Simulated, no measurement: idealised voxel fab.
process module | voxel gate over fins
cross-section cut | 225 nm wide | cells 5 nm
A cross-section is a grid of square cells, given in bands from the top down. A band is one or more rows of cells.
Each band's line starts with the height of the band's top and of its bottom, in nm. Then come its materials from left to right, each with its width in nm. One material with "throughout" fills the band from edge to edge. "air" is empty space.
Height 0 is the level under which the wafer as received is all one material. The lowest band goes on downwards, as in "0 down".
A width such as "30 to 40" changes by the same amount from each row of cells to the next, from the band's top row to its bottom row.
"no change" after a step means that no cell of the cross-section changed.
closed voids: empty space of 8 cells or more with no open way to the top, each as width x height at its distance from the left edge, in nm
after a step's settings: what the simulator itself notes on the step
overlay nm, on a step with a mask: how far to the right of its planned place the mask lay; to the left if negative
plan
1 op RECEIVE | material Si
2 op CONFORMAL_DEP | material SiN | thk nm 10
3 op PATTERN | tone cover | mask id FINS | material resist | width nm 15 | pitch nm 35 | thk nm 20 | overlay nm 0
4 op DIRECTIONAL_ETCH | etch materials SiN | depth nm 10
5 op DIRECTIONAL_ETCH | etch materials Si | depth nm 30
6 op STRIP | etch materials resist
7 op OXIDIZE | depth nm 5
8 op FILL_DEP | material SiO2 | thk nm 10
9 op CMP | height nm 10
10 op SELECTIVE_ETCH | etch materials SiO2 | depth nm 25
11 op STRIP | etch materials SiN
12 op CONFORMAL_DEP | material HfO2 | thk nm 5
13 op CONFORMAL_DEP | material TiN | thk nm 5
14 op CONFORMAL_DEP | material TiAl | thk nm 5
15 op CONFORMAL_DEP | material TiN | thk nm 5
16 op FILL_DEP | material W | thk nm 15
17 op CMP | height nm 30
18 op CONFORMAL_DEP | material SiN | thk nm 10
as received, after step 1
  0 down: Si throughout
  closed voids: none
first wafer at the end, as planned
  40 to 30: SiN throughout
  30 to 20: W throughout
  20 to 15: W 55 | TiN 115 | W 55
  15 to 10: W 55 | TiN 5 | TiAl 105 | TiN 5 | W 55
  10 to 5: W 55 | TiN 5 | TiAl 5 | TiN 25 | TiAl 10 | TiN 25 | TiAl 10 | TiN 25 | TiAl 5 | TiN 5 | W 55
  5 to 0: TiN 60 | TiAl 5 | TiN 5 | HfO2 15 | TiN 5 | TiAl 10 | TiN 5 | HfO2 15 | TiN 5 | TiAl 10 | TiN 5 | HfO2 15 | TiN 5 | TiAl 5 | TiN 60
  0 to -5: TiAl 65 | TiN 5 | HfO2 5 | Si 5 | HfO2 5 | TiN 5 | TiAl 10 | TiN 5 | HfO2 5 | Si 5 | HfO2 5 | TiN 5 | TiAl 10 | TiN 5 | HfO2 5 | Si 5 | HfO2 5 | TiN 5 | TiAl 65
  -5 to -10: TiN 70 | HfO2 5 | Si 5 | HfO2 5 | TiN 20 | HfO2 5 | Si 5 | HfO2 5 | TiN 20 | HfO2 5 | Si 5 | HfO2 5 | TiN 70
  -10 to -15: HfO2 75 | Si 5 | HfO2 30 | Si 5 | HfO2 30 | Si 5 | HfO2 75
  -15 to -35: SiO2 75 | Si 5 | SiO2 30 | Si 5 | SiO2 30 | Si 5 | SiO2 75
  -35 down: Si throughout
  closed voids: none
second wafer at the end: like start, like plan, one mistake
  40 to 30: SiN throughout
  30 to 20: W throughout
  20 to 15: W 55 | TiN 120 | W 50
  15 to 10: W 55 | TiN 5 | TiAl 110 | TiN 5 | W 50
  10 to 5: W 55 | TiN 5 | TiAl 5 | TiN 30 | TiAl 5 | TiN 30 | TiAl 5 | TiN 30 | TiAl 5 | TiN 5 | W 50
  5 to 0: TiN 60 | TiAl 5 | TiN 5 | HfO2 20 | TiN 5 | TiAl 5 | TiN 5 | HfO2 20 | TiN 5 | TiAl 5 | TiN 5 | HfO2 20 | TiN 5 | TiAl 5 | TiN 55
  0 to -5: TiAl 65 | TiN 5 | HfO2 5 | Si 10 | HfO2 5 | TiN 5 | TiAl 5 | TiN 5 | HfO2 5 | Si 10 | HfO2 5 | TiN 5 | TiAl 5 | TiN 5 | HfO2 5 | Si 10 | HfO2 5 | TiN 5 | TiAl 60
  -5 to -10: TiN 70 | HfO2 5 | Si 10 | HfO2 5 | TiN 15 | HfO2 5 | Si 10 | HfO2 5 | TiN 15 | HfO2 5 | Si 10 | HfO2 5 | TiN 65
  -10 to -15: HfO2 75 | Si 10 | HfO2 25 | Si 10 | HfO2 25 | Si 10 | HfO2 70
  -15 to -35: SiO2 75 | Si 10 | SiO2 25 | Si 10 | SiO2 25 | Si 10 | SiO2 70
  -35 down: Si throughout
  closed voids: none
what went wrong: step 3 ran as: op PATTERN | tone cover | mask id FINS | material resist | width nm 20 | pitch nm 35 | thk nm 20 | overlay nm 0
at the end the second wafer has, in cells: 21 more of Si | 12 fewer of SiO2 | 6 fewer of TiAl | 3 fewer of W
